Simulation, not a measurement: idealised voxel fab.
Proc. module: voxel spacer lines
Cross-sectional view cut (width: 225 nm; square cell size: 5 nm).
Square cells in a grid make up a cross-section in this document, and the grid is given as bands, listed from the top down, each one or more rows of cells.
For a band, the entry starts with two heights in nm, that of the top and then that of the bottom, and carries on with the band's materials in order from left to right, each alongside its width in nm; the word "everywhere" beside a single material means it fills the band edge to edge, and "air" means empty space.
Height is counted from the level 0, under which the received wafer is composed throughout of one material. The lowest of the bands is not closed at the bottom but continues downward, in the notation "0 nm and below".
Quick explanation for "30..40": the width changes in equal steps down the rows of cells, from the first number in the band's top row to the second number in its bottom row.
When a step is marked "changes: none", none of the cells in the cross-section changed during that step.
The entry "Closed-off voids" lists the empty spaces that cover at least 8 cells and have no open path to the top. Each is written as width x height at distance, where the distance is measured from the left edge and all three values are in nm.
Post-settings text on a step line: simulator's own remark regarding the step.
Among the settings permitted on a step's line is "overlay nm"; applied to a step with a mask, it specifies the extent to which the mask lay to the right of its planned position, whereas a negative figure signifies a position to the left.

BELOW IS THE LIST OF PLANNED PROCESS STEPS
1. RECEIVE | material Si
2. CONFORMAL_DEP | material Al2O3 | thk nm 10
3. DIRECTIONAL_DEP | material W | thk nm 15
4. DIRECTIONAL_DEP | material aC | thk nm 25
5. PATTERN | tone cover | mask id MANDREL | material resist | width nm 25 | pitch nm 80 | thk nm 30 | overlay nm 0
6. DIRECTIONAL_ETCH | etch materials aC | depth nm 25
7. STRIP | etch materials resist
8. CONFORMAL_DEP | material SiO2 | thk nm 15
9. DIRECTIONAL_ETCH | etch materials SiO2 | depth nm 15
10. STRIP | etch materials aC
11. DIRECTIONAL_ETCH | etch materials W | depth nm 15
12. STRIP | etch materials SiO2

THE FIRST OF THE TWO WAFERS, WHICH RAN AS PLANNED

INCOMING WAFER IN CROSS-SECTION (STATE: AFTER STEP 1)
  0 nm and below | Si everywhere
  Closed-off voids: none

AFTER STEP 2, IN CROSS-SECTION
  10 nm to 0 nm | Al2O3 everywhere
  Below 0, no change.

AFTER STEP 3, IN CROSS-SECTION
  25 nm to 10 nm | W everywhere
  Below 10, no change.

AFTER STEP 4, IN CROSS-SECTION
  50 nm to 25 nm | aC everywhere
  Below 25, no change.

AFTER STEP 5, IN CROSS-SECTION
  80 nm to 50 nm | air 20, resist 25, air 55, resist 25, air 55, resist 25, air 20
  Below 50, no change.

AFTER STEP 6, IN CROSS-SECTION
  55 nm to 50 nm | air 20, resist 25, air 55, resist 25, air 55, resist 25, air 20
  50 nm to 25 nm | air 20, aC 25, air 55, aC 25, air 55, aC 25, air 20
  Below 25, no change.

AFTER STEP 7, IN CROSS-SECTION
  50 nm to 25 nm | air 20, aC 25, air 55, aC 25, air 55, aC 25, air 20
  Below 25, no change.

AFTER STEP 8, IN CROSS-SECTION
  65 nm to 50 nm | air 5, SiO2 55, air 25, SiO2 55, air 25, SiO2 55, air 5
  50 nm to 40 nm | air 5, SiO2 15, aC 25, SiO2 15, air 25, SiO2 15, aC 25, SiO2 15, air 25, SiO2 15, aC 25, SiO2 15, air 5
  40 nm to 25 nm | SiO2 20, aC 25, SiO2 55, aC 25, SiO2 55, aC 25, SiO2 20
  Below 25, no change.

AFTER STEP 9, IN CROSS-SECTION
  50 nm to 25 nm | air 5, SiO2 15, aC 25, SiO2 15, air 25, SiO2 15, aC 25, SiO2 15, air 25, SiO2 15, aC 25, SiO2 15, air 5
  Below 25, no change.

AFTER STEP 10, IN CROSS-SECTION
  50 nm to 25 nm | air 5, SiO2 15, air 25, SiO2 15, air 25, SiO2 15, air 25, SiO2 15, air 25, SiO2 15, air 25, SiO2 15, air 5
  Below 25, no change.

AFTER STEP 11, IN CROSS-SECTION
  50 nm to 25 nm | air 5, SiO2 15, air 25, SiO2 15, air 25, SiO2 15, air 25, SiO2 15, air 25, SiO2 15, air 25, SiO2 15, air 5
  25 nm to 10 nm | air 5, W 15, air 25, W 15, air 25, W 15, air 25, W 15, air 25, W 15, air 25, W 15, air 5
  Below 10, no change.

AFTER STEP 12, IN CROSS-SECTION
  25 nm to 10 nm | air 5, W 15, air 25, W 15, air 25, W 15, air 25, W 15, air 25, W 15, air 25, W 15, air 5
  Below 10, no change.

SECOND WAFER. START AND PLAN AS FOR THE FIRST. ONE MISTAKE MADE IN RUNNING. AGREES WITH THE FIRST UP TO AND INCLUDING STEP 4

CROSS-SECTIONAL VIEW OF THE SECOND WAFER AT THE INTENDED END TIME OF PROCESS STEP 5
  80 nm to 50 nm | resist 20, air 25, resist 55, air 25, resist 55, air 25, resist 20
  Below 50, no change.

CROSS-SECTIONAL VIEW OF THE SECOND WAFER AT THE INTENDED END TIME OF PROCESS STEP 6
  55 nm to 50 nm | resist 20, air 25, resist 55, air 25, resist 55, air 25, resist 20
  50 nm to 25 nm | aC 20, air 25, aC 55, air 25, aC 55, air 25, aC 20
  Below 25, no change.

CROSS-SECTIONAL VIEW OF THE SECOND WAFER AT THE INTENDED END TIME OF PROCESS STEP 7
  50 nm to 25 nm | aC 20, air 25, aC 55, air 25, aC 55, air 25, aC 20
  Below 25, no change.

CROSS-SECTIONAL VIEW OF THE SECOND WAFER AT THE INTENDED END TIME OF PROCESS STEP 8
  65 nm to 50 nm | SiO2 everywhere
  50 nm to 25 nm | aC 20, SiO2 25, aC 55, SiO2 25, aC 55, SiO2 25, aC 20
  Below 25, no change.

CROSS-SECTIONAL VIEW OF THE SECOND WAFER AT THE INTENDED END TIME OF PROCESS STEP 9
  50 nm to 25 nm | aC 20, SiO2 25, aC 55, SiO2 25, aC 55, SiO2 25, aC 20
  Below 25, no change.

CROSS-SECTIONAL VIEW OF THE SECOND WAFER AT THE INTENDED END TIME OF PROCESS STEP 10
  50 nm to 25 nm | air 20, SiO2 25, air 55, SiO2 25, air 55, SiO2 25, air 20
  Below 25, no change.

CROSS-SECTIONAL VIEW OF THE SECOND WAFER AT THE INTENDED END TIME OF PROCESS STEP 11
  50 nm to 25 nm | air 20, SiO2 25, air 55, SiO2 25, air 55, SiO2 25, air 20
  25 nm to 10 nm | air 20, W 25, air 55, W 25, air 55, W 25, air 20
  Below 10, no change.

CROSS-SECTIONAL VIEW OF THE SECOND WAFER AT THE INTENDED END TIME OF PROCESS STEP 12
  25 nm to 10 nm | air 20, W 25, air 55, W 25, air 55, W 25, air 20
  Below 10, no change.
Short version of what went wrong: step 5 was run on a setting that differed from the plan, and what really ran there is PATTERN | tone open | mask id MANDREL | material resist | width nm 25 | pitch nm 80 | thk nm 30 | overlay nm 0
Once processing is complete, comparing cell counts shows that the second wafer has more or fewer of certain materials than the first: W -9
